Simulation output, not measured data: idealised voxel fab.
process module | voxel capacitor over wiring
cross-section cut | 235 nm wide | cells 5 nm
A cross-section is a grid of square cells, given in bands from the top down. A band is one or more rows of cells.
Each band's line starts with the height of the band's top and of its bottom, in nm. Then come its materials from left to right, each with its width in nm. One material with "throughout" fills the band from edge to edge. "air" is empty space.
Height 0 is the level under which the wafer as received is all one material. The lowest band goes on downwards, as in "0 down".
A width such as "30 to 40" changes by the same amount from each row of cells to the next, from the band's top row to its bottom row.
"no change" after a step means that no cell of the cross-section changed.
closed voids: empty space of 8 cells or more with no open way to the top, each as width x height at its distance from the left edge, in nm
after a step's settings: what the simulator itself notes on the step
overlay nm, on a step with a mask: how far to the right of its planned place the mask lay; to the left if negative
plan
1 op RECEIVE | material Si
2 op CONFORMAL_DEP | material SiO2 | thk nm 10
3 op CONFORMAL_DEP | material SiCN | thk nm 5
4 op DIRECTIONAL_DEP | material lowk | thk nm 20
5 op DIRECTIONAL_DEP | material aC | thk nm 15
6 op PATTERN | tone open | mask id METAL_1 | material resist | width nm 30 | pitch nm 85 | thk nm 30 | overlay nm 0
7 op DIRECTIONAL_ETCH | etch materials aC | depth nm 15
8 op STRIP | etch materials resist
9 op DIRECTIONAL_ETCH | etch materials lowk | depth nm 20
10 op DIRECTIONAL_ETCH | etch materials SiCN | depth nm 5
11 op STRIP | etch materials aC
12 op CONFORMAL_DEP | material TiN | thk nm 5
13 op FILL_DEP | material Ru | thk nm 10
14 op CMP | height nm 35
15 op CONFORMAL_DEP | material SiCN | thk nm 5
16 op DIRECTIONAL_DEP | material lowk | thk nm 10
17 op MASKED_ETCH | tone open | mask id PLUG_1 | width nm 15 | etch materials lowk | depth nm 10 | overlay nm 0
18 op MASKED_ETCH | tone open | mask id PLUG_1 | width nm 15 | etch materials SiCN | depth nm 5 | overlay nm 0
19 op EPI | material Ru | thk nm 10
20 op EPI | material Ru | thk nm 5
21 op DIRECTIONAL_DEP | material TiN | thk nm 10
22 op DIRECTIONAL_DEP | material HfO2 | thk nm 5
23 op DIRECTIONAL_DEP | material TiN | thk nm 5
24 op PATTERN | tone cover | mask id UPPER_PLATE | material resist | width nm 60 | thk nm 15 | overlay nm 0
25 op DIRECTIONAL_ETCH | etch materials TiN | depth nm 5
26 op DIRECTIONAL_ETCH | etch materials HfO2 | depth nm 5
27 op STRIP | etch materials resist
28 op PATTERN | tone cover | mask id LOWER_PLATE | material resist | width nm 70 | thk nm 20 | overlay nm 0
29 op DIRECTIONAL_ETCH | etch materials TiN | depth nm 10
30 op STRIP | etch materials resist
31 op FILL_DEP | material SiO2 | thk nm 20
32 op CMP | height nm 85
33 op DIRECTIONAL_DEP | material aC | thk nm 10
34 op PATTERN | tone open | mask id PLUG_2 | material resist | width nm 15 | thk nm 30 | overlay nm 0
35 op DIRECTIONAL_ETCH | etch materials aC | depth nm 10
36 op STRIP | etch materials resist
37 op DIRECTIONAL_ETCH | etch materials SiO2 | depth nm 15
38 op STRIP | etch materials aC
39 op CONFORMAL_DEP | material TiN | thk nm 5
40 op FILL_DEP | material Cu | thk nm 5
41 op CMP | height nm 85
42 op CONFORMAL_DEP | material SiN | thk nm 5
as received, after step 1
  0 down: Si throughout
  closed voids: none
a wafer at the end: this start, this plan, one mistake
  90 to 85: SiN throughout
  85 to 80: SiO2 85 | TiN 5 | Cu 5 | TiN 5 | SiO2 135
  80 to 75: SiO2 85 | TiN 15 | SiO2 135
  75 to 70: SiO2 75 | TiN 5 | SiO2 5 | TiN 50 | SiO2 100
  70 to 65: SiO2 75 | HfO2 5 | TiN 5 | HfO2 50 | SiO2 100
  65 to 60: Ru 80 | HfO2 5 | Ru 150
  60 to 55: TiN 75 | Ru 15 | TiN 145
  55 to 50: TiN throughout
  50 to 45: lowk 75 | TiN 15 | lowk 145
  45 to 40: lowk 75 | Ru 15 | lowk 145
  40 to 35: SiCN 75 | Ru 15 | SiCN 145
  35 to 15: lowk 60 | TiN 5 | Ru 20 | TiN 5 | lowk 55 | TiN 5 | Ru 20 | TiN 5 | lowk 60
  15 to 10: SiCN 60 | TiN 30 | SiCN 55 | TiN 30 | SiCN 60
  10 to 0: SiO2 throughout
  0 down: Si throughout
  closed voids: none
what went wrong: steps 20 and 21 were swapped
